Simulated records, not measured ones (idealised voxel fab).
Process module name: voxel gate over fins
In the cross-section labelled cut, the width is 175 nm and each square cell is 5 nm.
Cross-section layout: square cells on a grid; listed as bands, top to bottom; a band spans one or more cell rows.
Band: top height; bottom height; in nm. Then, left to right: material with width in nm, for each material. "throughout": a single material spanning edge to edge. "air": empty space.
Zero point of the height axis is 0; under it, received wafer = one material. Lowest band: continues down indefinitely, "top 0, no bottom".
Quick explanation for "30..40": the width changes in equal steps down the rows of cells, from the first number in the band's top row to the second number in its bottom row.
When a step is marked "no modifications", none of the cells in the cross-section changed during that step.
Closed-off voids of 8+ cells (no open route to the top) go in "Fully sealed voids", written width x height at distance from the left edge, in nm.
Heads up: the bit after the settings on a step's line is the simulator's remark on that step.
You can add "overlay nm" to a step's line. For a step with a mask, it describes how far the mask lay to the right of its planned position, and a negative number describes a lay to the left.

THE STEPS PLANNED FOR THE PROCESS ARE AS FOLLOWS
1. RECEIVE with material Si
2. CONFORMAL_DEP with material SiN, thk nm 10
3. MASKED_ETCH with tone cover, mask id FINS, width nm 15, pitch nm 35, etch materials SiN, depth nm 10, overlay nm 0
4. MASKED_ETCH with tone cover, mask id FINS, width nm 15, pitch nm 35, etch materials Si, depth nm 35, overlay nm 0
5. OXIDIZE with depth nm 5
6. FILL_DEP with material SiO2, thk nm 15
7. CMP with height nm 10
8. SELECTIVE_ETCH with etch materials SiO2, depth nm 20
9. STRIP with etch materials SiN
10. CONFORMAL_DEP with material HfO2, thk nm 5
11. CONFORMAL_DEP with material TiN, thk nm 5
12. FILL_DEP with material W, thk nm 10
13. CMP with height nm 15
14. CONFORMAL_DEP with material SiN, thk nm 10

CROSS-SECTION, INCOMING MATERIAL, AFTER STEP 1
* top 0, no bottom = Si throughout
* Fully sealed voids: none

BELOW IS THE WAFER IN CROSS-SECTION AFTER THE MODULE WAS COMPLETED. IT BEGAN FROM THE STARTING POINT SHOWN ABOVE AND FOLLOWED THE PLAN SHOWN ABOVE, EXCEPT THAT ONE MISTAKE WAS MADE WHILE RUNNING IT
* top 25, bottom 15 = SiN throughout
* top 15, bottom 10 = W throughout
* top 10, bottom 5 = 20 nm W; 25 nm TiN; 10 nm W; 25 nm TiN; 10 nm W; 25 nm TiN; 10 nm W; 25 nm TiN; 25 nm W
* top 5, bottom 0 = 20 nm W; 5 nm TiN; 15 nm HfO2; 5 nm TiN; 10 nm W; 5 nm TiN; 15 nm HfO2; 5 nm TiN; 10 nm W; 5 nm TiN; 15 nm HfO2; 5 nm TiN; 10 nm W; 5 nm TiN; 15 nm HfO2; 5 nm TiN; 25 nm W
* top 0, bottom -5 = 15 nm TiN; 5 nm W; 5 nm TiN; 5 nm HfO2; 5 nm Si; 5 nm HfO2; 5 nm TiN; 10 nm W; 5 nm TiN; 5 nm HfO2; 5 nm Si; 5 nm HfO2; 5 nm TiN; 10 nm W; 5 nm TiN; 5 nm HfO2; 5 nm Si; 5 nm HfO2; 5 nm TiN; 10 nm W; 5 nm TiN; 5 nm HfO2; 5 nm Si; 5 nm HfO2; 5 nm TiN; 5 nm W; 20 nm TiN
* top -5, bottom -10 = 10 nm HfO2; 5 nm TiN; 5 nm W; 5 nm TiN; 5 nm HfO2; 5 nm Si; 5 nm HfO2; 5 nm TiN; 10 nm W; 5 nm TiN; 5 nm HfO2; 5 nm Si; 5 nm HfO2; 5 nm TiN; 10 nm W; 5 nm TiN; 5 nm HfO2; 5 nm Si; 5 nm HfO2; 5 nm TiN; 10 nm W; 5 nm TiN; 5 nm HfO2; 5 nm Si; 5 nm HfO2; 5 nm TiN; 5 nm W; 5 nm TiN; 15 nm HfO2
* top -10, bottom -15 = 5 nm SiO2; 5 nm HfO2; 15 nm TiN; 5 nm HfO2; 5 nm Si; 5 nm HfO2; 20 nm TiN; 5 nm HfO2; 5 nm Si; 5 nm HfO2; 20 nm TiN; 5 nm HfO2; 5 nm Si; 5 nm HfO2; 20 nm TiN; 5 nm HfO2; 5 nm Si; 5 nm HfO2; 15 nm TiN; 5 nm HfO2; 10 nm SiO2
* top -15, bottom -20 = 5 nm SiO2; 25 nm HfO2; 5 nm Si; 30 nm HfO2; 5 nm Si; 30 nm HfO2; 5 nm Si; 30 nm HfO2; 5 nm Si; 25 nm HfO2; 10 nm SiO2
* top -20, bottom -40 = 30 nm SiO2; 5 nm Si; 30 nm SiO2; 5 nm Si; 30 nm SiO2; 5 nm Si; 30 nm SiO2; 5 nm Si; 35 nm SiO2
* top -40, no bottom = Si throughout
* Fully sealed voids: none
What was the processing mistake? steps 8 and 9 of the plan were each performed in the slot designated for the other
